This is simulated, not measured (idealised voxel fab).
This is a process module. Its name is voxel gate over fins.
Displayed cross-section: cut, width of 195 nm, square cells sized 5 nm.
Reading order for cross-sections: top band down to bottom band. Underlying form: a grid of square cells. Band size: one or more rows of cells.
Quick guide to a band line: top height, bottom height (nm) up front; then every material left to right with its width in nm. Only one material and it's marked "full width"? Then it fills the band edge to edge. And "blank" just means empty space.
All heights in this document are referenced to 0, defined as the level beneath which the wafer, as received, consists entirely of one material. The lowest band is not bounded below; it extends indefinitely downward and is written in the form "z 0 and below".
The two numbers in a width such as "30 to 40" mark its ends across the band: the first belongs to the top row of cells, the second to the bottom row, and from each row to the next the width moves by the same amount.
Basically "no modification" means that step didn't change any cell in the cross-section.
Entry "Sealed voids". Content: empty spaces with no open connection to the top, size 8 cells or greater. Each: width x height at distance. Distance: from left edge. Unit: nm.
after a step's settings: what the simulator itself notes on the step
overlay nm: for a step with a mask, the amount by which the mask lay right of where it was planned; a negative amount means left of it.

[Below is the list of planned process steps]
1: RECEIVE,material Si
2: CONFORMAL_DEP,material SiN,thk nm 5
3: DIRECTIONAL_DEP,material aC,thk nm 15
4: PATTERN,tone cover,mask id FINS,material resist,width nm 15,pitch nm 50,thk nm 35,overlay nm 0
5: DIRECTIONAL_ETCH,etch materials aC,depth nm 15
6: STRIP,etch materials resist
7: DIRECTIONAL_ETCH,etch materials SiN,depth nm 5
8: DIRECTIONAL_ETCH,etch materials Si,depth nm 40
9: STRIP,etch materials aC
10: FILL_DEP,material SiO2,thk nm 15
11: CMP,height nm 5
12: DIRECTIONAL_DEP,material aC,thk nm 15
13: PATTERN,tone open,mask id RAIL,material resist,width nm 15,thk nm 30,overlay nm 0
14: DIRECTIONAL_ETCH,etch materials aC,depth nm 15
15: STRIP,etch materials resist
16: DIRECTIONAL_ETCH,etch materials SiO2,depth nm 40
17: STRIP,etch materials aC
18: CONFORMAL_DEP,material TiN,thk nm 5
19: FILL_DEP,material W,thk nm 5
20: CMP,height nm 5
21: SELECTIVE_ETCH,etch materials W Ru TiN,depth nm 25
22: FILL_DEP,material SiO2,thk nm 5
23: CMP,height nm 5
24: SELECTIVE_ETCH,etch materials SiO2,depth nm 15
25: STRIP,etch materials SiN
26: CONFORMAL_DEP,material HfO2,thk nm 5
27: CONFORMAL_DEP,material TiN,thk nm 5
28: CONFORMAL_DEP,material TiAl,thk nm 5
29: CONFORMAL_DEP,material TiN,thk nm 5
30: FILL_DEP,material W,thk nm 10
31: CMP,height nm 25
32: CONFORMAL_DEP,material SiN,thk nm 10

[Cross-section, incoming material, after step 1]
    z 0 and below | Si full width
    Sealed voids: none

[End-of-module XS, first of two wafers, run as planned]
    z 35 to 25 | SiN full width
    z 25 to 20 | W full width
    z 20 to 15 | W 45, TiN 105, W 45
    z 15 to 10 | W 45, TiN 5, TiAl 45, TiN 5, TiAl 45, TiN 5, W 45
    z 10 to 5 | TiN 50, TiAl 5, TiN 35, TiAl 5, TiN 5, TiAl 5, TiN 35, TiAl 5, TiN 50
    z 5 to 0 | TiAl 55, TiN 5, HfO2 25, TiN 5, TiAl 15, TiN 5, HfO2 25, TiN 5, TiAl 55
    z 0 to -5 | TiN 60, HfO2 5, Si 15, HfO2 5, TiN 25, HfO2 5, Si 15, HfO2 5, TiN 60
    z -5 to -10 | HfO2 65, Si 15, HfO2 35, Si 15, HfO2 65
    z -10 to -20 | SiO2 65, Si 15, SiO2 35, Si 15, SiO2 65
    z -20 to -30 | SiO2 65, Si 15, SiO2 10, TiN 5, W 5, TiN 5, SiO2 10, Si 15, SiO2 65
    z -30 to -35 | SiO2 65, Si 15, SiO2 10, TiN 15, SiO2 10, Si 15, SiO2 65
    z -35 to -40 | SiO2 65, Si 15, SiO2 35, Si 15, SiO2 65
    z -40 and below | Si full width
    Sealed voids: none

[Cross-section of the latter of the two wafers at module completion. It had an identical start and an identical plan to the former; in running it, one mistake was made]
    z 35 to 25 | SiN full width
    z 25 to 15 | W full width
    z 15 to 10 | W 50, TiN 45, W 5, TiN 45, W 50
    z 10 to 5 | W 50, TiN 5, TiAl 35, TiN 5, W 5, TiN 5, TiAl 35, TiN 5, W 50
    z 5 to 0 | TiN 55, TiAl 5, TiN 25, TiAl 5, TiN 15, TiAl 5, TiN 25, TiAl 5, TiN 55
    z 0 to -5 | TiAl 60, TiN 5, Si 15, TiN 5, TiAl 25, TiN 5, Si 15, TiN 5, TiAl 60
    z -5 to -10 | TiN 65, Si 15, TiN 35, Si 15, TiN 65
    z -10 to -20 | SiO2 65, Si 15, SiO2 35, Si 15, SiO2 65
    z -20 to -30 | SiO2 65, Si 15, SiO2 10, TiN 5, W 5, TiN 5, SiO2 10, Si 15, SiO2 65
    z -30 to -35 | SiO2 65, Si 15, SiO2 10, TiN 15, SiO2 10, Si 15, SiO2 65
    z -35 to -40 | SiO2 65, Si 15, SiO2 35, Si 15, SiO2 65
    z -40 and below | Si full width
    Sealed voids: none
Diagnosis: no execution of plan step 26; skipped
Final comparison by cell count, materials where the second wafer has more or fewer than the first: -47 HfO2 | +2 TiN | +45 W
